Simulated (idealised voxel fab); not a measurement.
Process module, titled voxel self aligned contacts
Displayed cross-section: cut, width of 185 nm, square cells sized 5 nm.
This document writes a cross-section as a grid whose cells are square, and gives it as bands, listed from the top down; one or more rows of cells form a band.
In this notation a band is specified by the heights of its top and bottom, in that order and in nm, after which its materials appear from left to right, each paired with its width in nm. The word "full width" attached to a single material means that material fills the band from edge to edge; the word "air" stands for empty space.
Zero point of the height axis is 0; under it, received wafer = one material. Lowest band: continues down indefinitely, "0 -> down".
Read "30..40" as a graded width: first number on top, second number at the bottom, same change between each pair of neighbouring rows.
Where a step carries "no alteration", the cross-section came out of it unchanged, cell for cell.
"Trapped cavities": empty spaces of 8 cells or more with no open way to the top, each given as width x height at distance, distance from the left edge, all in nm.
Whatever follows a step's settings on its line is a remark the simulator itself makes about that step.
overlay nm: where the mask lay relative to plan, measured to the right, on steps with a mask; negatives go left.

-- This section lists the process steps that were planned
1) RECEIVE,material Si
2) CONFORMAL_DEP,material SiO2,thk nm 5
3) DIRECTIONAL_DEP,material polySi,thk nm 25
4) DIRECTIONAL_DEP,material SiN,thk nm 25
5) DIRECTIONAL_DEP,material aC,thk nm 15
6) PATTERN,tone cover,mask id GATE,material resist,width nm 30,pitch nm 75,thk nm 30,overlay nm 0
7) DIRECTIONAL_ETCH,etch materials aC,depth nm 15
8) STRIP,etch materials resist
9) DIRECTIONAL_ETCH,etch materials SiN,depth nm 25
10) DIRECTIONAL_ETCH,etch materials polySi,depth nm 25
11) STRIP,etch materials aC
12) CONFORMAL_DEP,material SiN,thk nm 10
13) DIRECTIONAL_ETCH,etch materials SiN,depth nm 10
14) FILL_DEP,material SiO2,thk nm 15
15) CMP,height nm 60
16) MASKED_ETCH,tone open,mask id CONTACT,width nm 55,etch materials SiO2,depth nm 60,overlay nm 0
17) CONFORMAL_DEP,material TiN,thk nm 5
18) FILL_DEP,material Ru,thk nm 10
19) CMP,height nm 60
20) CONFORMAL_DEP,material SiCN,thk nm 5

-- This is the cross-section of the wafer as we received it, i.e. after step 1
* 0 -> down  Si full width
* Trapped cavities: none

-- Cross-sectional image of the first of two wafers at the end of the module, the run having proceeded as planned
* 65 -> 60  SiCN full width
* 60 -> 55  65 of SiO2, 20 of TiN, 15 of Ru, 20 of TiN, 65 of SiO2
* 55 -> 30  30 of SiO2, 50 of SiN, 5 of TiN, 15 of Ru, 5 of TiN, 50 of SiN, 30 of SiO2
* 30 -> 5  30 of SiO2, 10 of SiN, 30 of polySi, 10 of SiN, 5 of TiN, 15 of Ru, 5 of TiN, 10 of SiN, 30 of polySi, 10 of SiN, 30 of SiO2
* 5 -> 0  80 of SiO2, 25 of TiN, 80 of SiO2
* 0 -> down  Si full width
* Trapped cavities: none

-- Here's the second of our two wafers sectioned at module end. Same start as the first, same plan, but one mistake got made running it
* 65 -> 60  SiCN full width
* 60 -> 55  55 of SiO2, 30 of TiN, 15 of Ru, 10 of TiN, 75 of SiO2
* 55 -> 30  30 of SiO2, 50 of SiN, 5 of TiN, 15 of Ru, 5 of TiN, 50 of SiN, 30 of SiO2
* 30 -> 5  30 of SiO2, 10 of SiN, 30 of polySi, 10 of SiN, 5 of TiN, 15 of Ru, 5 of TiN, 10 of SiN, 30 of polySi, 10 of SiN, 30 of SiO2
* 5 -> 0  80 of SiO2, 25 of TiN, 80 of SiO2
* 0 -> down  Si full width
* Trapped cavities: none
Deviation noted in wafer processing: note that step 16 departed from the planned setting and was carried out as MASKED_ETCH,tone open,mask id CONTACT,width nm 55,etch materials SiO2,depth nm 60,overlay nm -10
Heads up: at the end the two wafers have identical cell counts per material, they're just laid out differently.
